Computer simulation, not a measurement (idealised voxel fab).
This is a process module. Its name is voxel ribs on slabs.
The width of the displayed cross-section, cut, is 275 nm; its cells are square, with a size of 5 nm.
Cross-sections here: square-cell grids, written as top-down lists of bands, a band being one or more rows of cells.
A band entry consists of two parts. The first gives the height of the band's top and the height of its bottom, in nm. The rest lists the band's materials from left to right, each with its width in nm. A single material labelled with the word "edge to edge" fills the band from edge to edge, and the word "blank" marks empty space.
A quick word on heights: they are counted from 0, and under that level the wafer as it came to us is one material throughout. The lowest band is different from the rest in having no bottom; it simply continues downward, written as in "0 nm and below".
Note: "30->40" means the width goes from the first number (top row of the band) to the second number (bottom row) in equal steps per row of cells.
Reading "no change" for a step: not a cell of the cross-section changed in it.
The label "Catalogued sealed voids" introduces a list of the empty spaces, 8 cells or larger, that have no open way up to the top; each entry in it reads width x height at distance, where the distance is taken from the left edge and all three are stated in nm.
Where a step's line continues beyond its settings, the continuation is a remark by the simulator itself on that step.
A step's line can hold "overlay nm"; with a mask on that step, the setting says how far right of the planned place the mask lay, while a negative setting says it lay to the left.

This section lists the process steps that were planned
1. RECEIVE [material Si]
2. DIRECTIONAL_DEP [material SiO2] [thk nm 25]
3. DIRECTIONAL_DEP [material SiN] [thk nm 25]
4. PATTERN [tone cover] [mask id RIB] [material resist] [width nm 25] [thk nm 15] [overlay nm 0]
5. DIRECTIONAL_ETCH [etch materials SiN] [depth nm 20]
6. STRIP [etch materials resist]
7. MASKED_ETCH [tone cover] [mask id SLAB] [width nm 85] [etch materials SiN] [depth nm 5] [overlay nm 0]
8. FILL_DEP [material SiO2] [thk nm 25]
9. CMP [height nm 70]
10. DIRECTIONAL_DEP [material W] [thk nm 5]
11. MASKED_ETCH [tone cover] [mask id HEATER] [width nm 35] [etch materials W] [depth nm 5] [overlay nm 0]
12. CONFORMAL_DEP [material SiO2] [thk nm 10]

Wafer at receipt (post step 1), cross-section
> 0 nm and below = Si edge to edge
> Catalogued sealed voids: none

First of two wafers: cross-section at end of module, run per plan
> 85 nm to 80 nm = 110 of blank  55 of SiO2  110 of blank
> 80 nm to 75 nm = SiO2 edge to edge
> 75 nm to 70 nm = 120 of SiO2  35 of W  120 of SiO2
> 70 nm to 50 nm = SiO2 edge to edge
> 50 nm to 30 nm = 125 of SiO2  25 of SiN  125 of SiO2
> 30 nm to 25 nm = 95 of SiO2  85 of SiN  95 of SiO2
> 25 nm to 0 nm = SiO2 edge to edge
> 0 nm and below = Si edge to edge
> Catalogued sealed voids: none

Wafer two, sectioned after the module: the first wafer's start, the first wafer's plan, and one mistake in how it was run
> 85 nm to 80 nm = 130 of SiO2  15 of blank  130 of SiO2
> 80 nm to 75 nm = SiO2 edge to edge
> 75 nm to 70 nm = 120 of W  35 of SiO2  120 of W
> 70 nm to 50 nm = SiO2 edge to edge
> 50 nm to 30 nm = 125 of SiO2  25 of SiN  125 of SiO2
> 30 nm to 25 nm = 95 of SiO2  85 of SiN  95 of SiO2
> 25 nm to 0 nm = SiO2 edge to edge
> 0 nm and below = Si edge to edge
> Catalogued sealed voids: none
Want to know what went wrong? planned and actual differ for step 11; actual: MASKED_ETCH [tone open] [mask id HEATER] [width nm 35] [etch materials W] [depth nm 5] [overlay nm 0]
End of process, cell counts, second wafer against first, materials with more or fewer: W: 41 more
